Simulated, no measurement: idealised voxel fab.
process module | voxel self aligned vias
cross-section cut | 185 nm wide | cells 5 nm
A cross-section is a grid of square cells, given in bands from the top down. A band is one or more rows of cells.
Each band's line starts with the height of the band's top and of its bottom, in nm. Then come its materials from left to right, each with its width in nm. One material with "throughout" fills the band from edge to edge. "air" is empty space.
Height 0 is the level under which the wafer as received is all one material. The lowest band goes on downwards, as in "0 down".
A width such as "30 to 40" changes by the same amount from each row of cells to the next, from the band's top row to its bottom row.
"no change" after a step means that no cell of the cross-section changed.
closed voids: empty space of 8 cells or more with no open way to the top, each as width x height at its distance from the left edge, in nm
after a step's settings: what the simulator itself notes on the step
overlay nm, on a step with a mask: how far to the right of its planned place the mask lay; to the left if negative
plan
1 op RECEIVE | material Si
2 op CONFORMAL_DEP | material SiO2 | thk nm 10
3 op CONFORMAL_DEP | material SiCN | thk nm 5
4 op DIRECTIONAL_DEP | material SiO2 | thk nm 30
5 op DIRECTIONAL_DEP | material aC | thk nm 10
6 op PATTERN | tone open | mask id LINES | material resist | width nm 20 | pitch nm 70 | thk nm 30 | overlay nm 0
7 op DIRECTIONAL_ETCH | etch materials aC | depth nm 10
8 op STRIP | etch materials resist
9 op DIRECTIONAL_ETCH | etch materials SiO2 | depth nm 30
10 op STRIP | etch materials aC
11 op CONFORMAL_DEP | material TiN | thk nm 5
12 op FILL_DEP | material W | thk nm 10
13 op CMP | height nm 45
14 op SELECTIVE_ETCH | etch materials W Ru TiN | depth nm 10
15 op FILL_DEP | material SiN | thk nm 10
16 op CMP | height nm 45
17 op DIRECTIONAL_DEP | material SiO2 | thk nm 20
18 op MASKED_ETCH | tone open | mask id VIAS | width nm 40 | pitch nm 70 | etch materials SiO2 | depth nm 20 | overlay nm 0
19 op MASKED_ETCH | tone open | mask id VIAS | width nm 40 | pitch nm 70 | etch materials SiN | depth nm 10 | overlay nm 0
20 op CONFORMAL_DEP | material TiN | thk nm 5
21 op FILL_DEP | material Cu | thk nm 10
22 op CMP | height nm 65
23 op CONFORMAL_DEP | material SiCN | thk nm 5
as received, after step 1
  0 down: Si throughout
  closed voids: none
first wafer at the end, as planned
  70 to 65: SiCN throughout
  65 to 50: SiO2 35 | TiN 5 | Cu 30 | TiN 5 | SiO2 30 | TiN 5 | Cu 30 | TiN 5 | SiO2 40
  50 to 40: SiO2 35 to 45 | TiN 15 to 5 | Cu 10 | TiN 15 to 5 | SiO2 30 to 50 | TiN 15 to 5 | Cu 10 | TiN 15 to 5 | SiO2 40 to 50
  40 to 35: SiO2 45 | TiN 20 | SiO2 50 | TiN 20 | SiO2 50
  35 to 20: SiO2 45 | TiN 5 | W 10 | TiN 5 | SiO2 50 | TiN 5 | W 10 | TiN 5 | SiO2 50
  20 to 15: SiO2 45 | TiN 20 | SiO2 50 | TiN 20 | SiO2 50
  15 to 10: SiCN throughout
  10 to 0: SiO2 throughout
  0 down: Si throughout
  closed voids: none
second wafer at the end: like start, like plan, one mistake
  70 to 65: SiCN throughout
  65 to 50: SiO2 35 | TiN 5 | Cu 30 | TiN 5 | SiO2 30 | TiN 5 | Cu 30 | TiN 5 | SiO2 40
  50 to 40: SiO2 35 to 55 | TiN 25 to 5 | Cu 10 | TiN 5 | SiO2 30 to 50 | TiN 25 to 5 | Cu 10 | TiN 5 | SiO2 40
  40 to 35: SiO2 55 | TiN 20 | SiO2 50 | TiN 20 | SiO2 40
  35 to 20: SiO2 55 | TiN 5 | W 10 | TiN 5 | SiO2 50 | TiN 5 | W 10 | TiN 5 | SiO2 40
  20 to 15: SiO2 55 | TiN 20 | SiO2 50 | TiN 20 | SiO2 40
  15 to 10: SiCN throughout
  10 to 0: SiO2 throughout
  0 down: Si throughout
  closed voids: none
what went wrong: step 6 ran as: op PATTERN | tone open | mask id LINES | material resist | width nm 20 | pitch nm 70 | thk nm 30 | overlay nm 10
at the end the second wafer has, in cells: as many of each material as the first, in other places
